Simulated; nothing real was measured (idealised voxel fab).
The following process module bears the name voxel gate over fins.
Cross-sectional view cut (width: 205 nm; square cell size: 5 nm).
Cross-section format: a grid of square cells, given as bands from top to bottom; each band is one or more rows of cells. Within each band entry, the heights of the top and of the bottom of the band appear first, in that order and in nm; the materials of the band then follow from left to right, each with its corresponding width in nm. The designation "full width" on a single material indicates that it fills the band from edge to edge; the designation "empty" indicates empty space. Height reference: 0 = level under which incoming wafer is all one material. Lowest band: no bottom, runs on downward, e.g. "0..down". Think of "30->40" as a width that walks from the first number to the second as you go down the band, top row to bottom row, taking equal-sized steps from row to row. Take "no modification" at face value: in the step it is given for, the cross-section changed in none of its cells. Closed empty spaces: empty space of 8 cells or more with no open way to the top, each as width x height at its distance from the left edge, in nm. On each step's line, the part that comes after the settings is the simulator's own comment on the step. overlay nm: right-of-plan distance of the mask on a masked step; negative values mean left-of-plan.
List of planned process steps
1: RECEIVE (material Si)
2: CONFORMAL_DEP (material SiN; thk nm 5)
3: DIRECTIONAL_DEP (material aC; thk nm 15)
4: PATTERN (tone cover; mask id FINS; material resist; width nm 15; pitch nm 40; thk nm 30; overlay nm 0)
5: DIRECTIONAL_ETCH (etch materials aC; depth nm 15)
6: STRIP (etch materials resist)
7: DIRECTIONAL_ETCH (etch materials SiN; depth nm 5)
8: DIRECTIONAL_ETCH (etch materials Si; depth nm 30)
9: STRIP (etch materials aC)
10: FILL_DEP (material SiO2; thk nm 10)
11: CMP (height nm 5)
12: SELECTIVE_ETCH (etch materials SiO2; depth nm 20)
13: STRIP (etch materials SiN)
14: CONFORMAL_DEP (material HfO2; thk nm 5)
15: CONFORMAL_DEP (material TiN; thk nm 5)
16: CONFORMAL_DEP (material TiAl; thk nm 5)
17: CONFORMAL_DEP (material TiN; thk nm 5)
18: FILL_DEP (material W; thk nm 10)
19: CMP (height nm 25)
20: CONFORMAL_DEP (material SiCN; thk nm 5)
As received (post step 1): cross-section
0..down = Si full width
Closed empty spaces: none
Cross-sectional view of the first of the two wafers upon completion of the module, processed in accordance with the plan
30..25 = SiCN full width
25..20 = W full width
20..15 = W: 15; TiN: 175; W: 15
15..10 = W: 15; TiN: 5; TiAl: 165; TiN: 5; W: 15
10..5 = W: 15; TiN: 5; TiAl: 5; TiN: 35; TiAl: 5; TiN: 35; TiAl: 5; TiN: 35; TiAl: 5; TiN: 35; TiAl: 5; TiN: 5; W: 15
5..0 = TiN: 20; TiAl: 5; TiN: 5; HfO2: 25; TiN: 5; TiAl: 5; TiN: 5; HfO2: 25; TiN: 5; TiAl: 5; TiN: 5; HfO2: 25; TiN: 5; TiAl: 5; TiN: 5; HfO2: 25; TiN: 5; TiAl: 5; TiN: 20
0..-5 = TiAl: 25; TiN: 5; HfO2: 5; Si: 15; HfO2: 5; TiN: 5; TiAl: 5; TiN: 5; HfO2: 5; Si: 15; HfO2: 5; TiN: 5; TiAl: 5; TiN: 5; HfO2: 5; Si: 15; HfO2: 5; TiN: 5; TiAl: 5; TiN: 5; HfO2: 5; Si: 15; HfO2: 5; TiN: 5; TiAl: 25
-5..-10 = TiN: 30; HfO2: 5; Si: 15; HfO2: 5; TiN: 15; HfO2: 5; Si: 15; HfO2: 5; TiN: 15; HfO2: 5; Si: 15; HfO2: 5; TiN: 15; HfO2: 5; Si: 15; HfO2: 5; TiN: 30
-10..-15 = HfO2: 35; Si: 15; HfO2: 25; Si: 15; HfO2: 25; Si: 15; HfO2: 25; Si: 15; HfO2: 35
-15..-30 = SiO2: 35; Si: 15; SiO2: 25; Si: 15; SiO2: 25; Si: 15; SiO2: 25; Si: 15; SiO2: 35
-30..down = Si full width
Closed empty spaces: none
End-of-module cross-section of the second wafer: identical starting point and process plan to the first, with one processing mistake
30..25 = SiCN full width
25..15 = W full width
15..10 = W: 20; TiN: 165; W: 20
10..5 = W: 20; TiN: 5; TiAl: 35; TiN: 5; TiAl: 35; TiN: 5; TiAl: 35; TiN: 5; TiAl: 35; TiN: 5; W: 20
5..0 = W: 20; TiN: 5; TiAl: 5; HfO2: 25; TiAl: 5; TiN: 5; TiAl: 5; HfO2: 25; TiAl: 5; TiN: 5; TiAl: 5; HfO2: 25; TiAl: 5; TiN: 5; TiAl: 5; HfO2: 25; TiAl: 5; TiN: 5; W: 20
0..-5 = TiN: 25; TiAl: 5; HfO2: 5; Si: 15; HfO2: 5; TiAl: 5; TiN: 5; TiAl: 5; HfO2: 5; Si: 15; HfO2: 5; TiAl: 5; TiN: 5; TiAl: 5; HfO2: 5; Si: 15; HfO2: 5; TiAl: 5; TiN: 5; TiAl: 5; HfO2: 5; Si: 15; HfO2: 5; TiAl: 5; TiN: 25
-5..-10 = TiAl: 30; HfO2: 5; Si: 15; HfO2: 5; TiAl: 15; HfO2: 5; Si: 15; HfO2: 5; TiAl: 15; HfO2: 5; Si: 15; HfO2: 5; TiAl: 15; HfO2: 5; Si: 15; HfO2: 5; TiAl: 30
-10..-15 = HfO2: 35; Si: 15; HfO2: 25; Si: 15; HfO2: 25; Si: 15; HfO2: 25; Si: 15; HfO2: 35
-15..-30 = SiO2: 35; Si: 15; SiO2: 25; Si: 15; SiO2: 25; Si: 15; SiO2: 25; Si: 15; SiO2: 35
-30..down = Si full width
Closed empty spaces: none
In executing the process, a mistake was made relative to the plan: not run: step 15 of the plan (skipped)
at the end the second wafer has, in cells: TiAl: 9 more; TiN: 56 fewer; W: 47 more
